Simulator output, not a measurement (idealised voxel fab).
process module | voxel air gaps
cross-section cut | 235 nm wide | cells 5 nm
A cross-section is a grid of square cells, given in bands from the top down. A band is one or more rows of cells.
Each band's line starts with the height of the band's top and of its bottom, in nm. Then come its materials from left to right, each with its width in nm. One material with "throughout" fills the band from edge to edge. "air" is empty space.
Height 0 is the level under which the wafer as received is all one material. The lowest band goes on downwards, as in "0 down".
A width such as "30 to 40" changes by the same amount from each row of cells to the next, from the band's top row to its bottom row.
"no change" after a step means that no cell of the cross-section changed.
closed voids: empty space of 8 cells or more with no open way to the top, each as width x height at its distance from the left edge, in nm
after a step's settings: what the simulator itself notes on the step
overlay nm, on a step with a mask: how far to the right of its planned place the mask lay; to the left if negative
plan
1 op RECEIVE | material Si
2 op CONFORMAL_DEP | material SiO2 | thk nm 10
3 op CONFORMAL_DEP | material SiN | thk nm 5
4 op DIRECTIONAL_DEP | material SiO2 | thk nm 35
5 op MASKED_ETCH | tone open | mask id LINES | width nm 15 | pitch nm 40 | etch materials SiO2 | depth nm 35 | overlay nm -15
6 op CONFORMAL_DEP | material TiN | thk nm 5
7 op FILL_DEP | material Ru | thk nm 5
8 op CMP | height nm 50
9 op EPI | material Ru | thk nm 10
10 op SELECTIVE_ETCH | etch materials SiO2 | depth nm 45
11 op CONFORMAL_DEP | material SiCN | thk nm 5
varied across the wafers: overlay nm of step 5. The plan shows the first wafer's value. All wafers start alike
first wafer as received, after step 1
  0 down: Si throughout
  closed voids: none
first wafer at the end, after step 11
  65 to 60: air 20 | SiCN 165 | air 50
  60 to 50: air 20 | SiCN 5 | Ru 35 | SiCN 5 | Ru 35 | SiCN 5 | Ru 35 | SiCN 5 | Ru 35 | SiCN 5 | air 50
  50 to 45: air 20 | SiCN 15 | TiN 5 | Ru 5 | TiN 5 | SiCN 25 | TiN 5 | Ru 5 | TiN 5 | SiCN 25 | TiN 5 | Ru 5 | TiN 5 | SiCN 25 | TiN 5 | Ru 5 | TiN 5 | SiCN 15 | air 50
  45 to 20: air 30 | SiCN 5 | TiN 5 | Ru 5 | TiN 5 | SiCN 5 | air 15 | SiCN 5 | TiN 5 | Ru 5 | TiN 5 | SiCN 5 | air 15 | SiCN 5 | TiN 5 | Ru 5 | TiN 5 | SiCN 5 | air 15 | SiCN 5 | TiN 5 | Ru 5 | TiN 5 | SiCN 5 | air 60
  20 to 15: SiCN 35 | TiN 15 | SiCN 25 | TiN 15 | SiCN 25 | TiN 15 | SiCN 25 | TiN 15 | SiCN 65
  15 to 10: SiN throughout
  10 to 0: SiO2 throughout
  0 down: Si throughout
  closed voids: 15 x 25 at 55; 15 x 25 at 95; 15 x 25 at 135
last wafer at the end
  65 to 60: air 50 | SiCN 165 | air 20
  60 to 50: air 50 | SiCN 5 | Ru 35 | SiCN 5 | Ru 35 | SiCN 5 | Ru 35 | SiCN 5 | Ru 35 | SiCN 5 | air 20
  50 to 45: air 50 | SiCN 15 | TiN 5 | Ru 5 | TiN 5 | SiCN 25 | TiN 5 | Ru 5 | TiN 5 | SiCN 25 | TiN 5 | Ru 5 | TiN 5 | SiCN 25 | TiN 5 | Ru 5 | TiN 5 | SiCN 15 | air 20
  45 to 20: air 60 | SiCN 5 | TiN 5 | Ru 5 | TiN 5 | SiCN 5 | air 15 | SiCN 5 | TiN 5 | Ru 5 | TiN 5 | SiCN 5 | air 15 | SiCN 5 | TiN 5 | Ru 5 | TiN 5 | SiCN 5 | air 15 | SiCN 5 | TiN 5 | Ru 5 | TiN 5 | SiCN 5 | air 30
  20 to 15: SiCN 65 | TiN 15 | SiCN 25 | TiN 15 | SiCN 25 | TiN 15 | SiCN 25 | TiN 15 | SiCN 35
  15 to 10: SiN throughout
  10 to 0: SiO2 throughout
  0 down: Si throughout
  closed voids: 15 x 25 at 85; 15 x 25 at 125; 15 x 25 at 165
each wafer at the end: cells of each material gained (+) or lost (-) since it was received, then its closed voids
overlay nm -15 | +80 Ru | +139 SiCN | +47 SiN | +94 SiO2 | +60 TiN | closed voids: 15 x 25 at 55; 15 x 25 at 95; 15 x 25 at 135
overlay nm -10 | +80 Ru | +139 SiCN | +47 SiN | +94 SiO2 | +60 TiN | closed voids: 15 x 25 at 60; 15 x 25 at 100; 15 x 25 at 140
overlay nm -5 | +80 Ru | +139 SiCN | +47 SiN | +94 SiO2 | +60 TiN | closed voids: 15 x 25 at 65; 15 x 25 at 105; 15 x 25 at 145
overlay nm 0 | +80 Ru | +139 SiCN | +47 SiN | +94 SiO2 | +60 TiN | closed voids: 15 x 25 at 70; 15 x 25 at 110; 15 x 25 at 150
overlay nm 5 | +80 Ru | +139 SiCN | +47 SiN | +94 SiO2 | +60 TiN | closed voids: 15 x 25 at 75; 15 x 25 at 115; 15 x 25 at 155
overlay nm 10 | +80 Ru | +139 SiCN | +47 SiN | +94 SiO2 | +60 TiN | closed voids: 15 x 25 at 80; 15 x 25 at 120; 15 x 25 at 160
overlay nm 15 | +80 Ru | +139 SiCN | +47 SiN | +94 SiO2 | +60 TiN | closed voids: 15 x 25 at 85; 15 x 25 at 125; 15 x 25 at 165
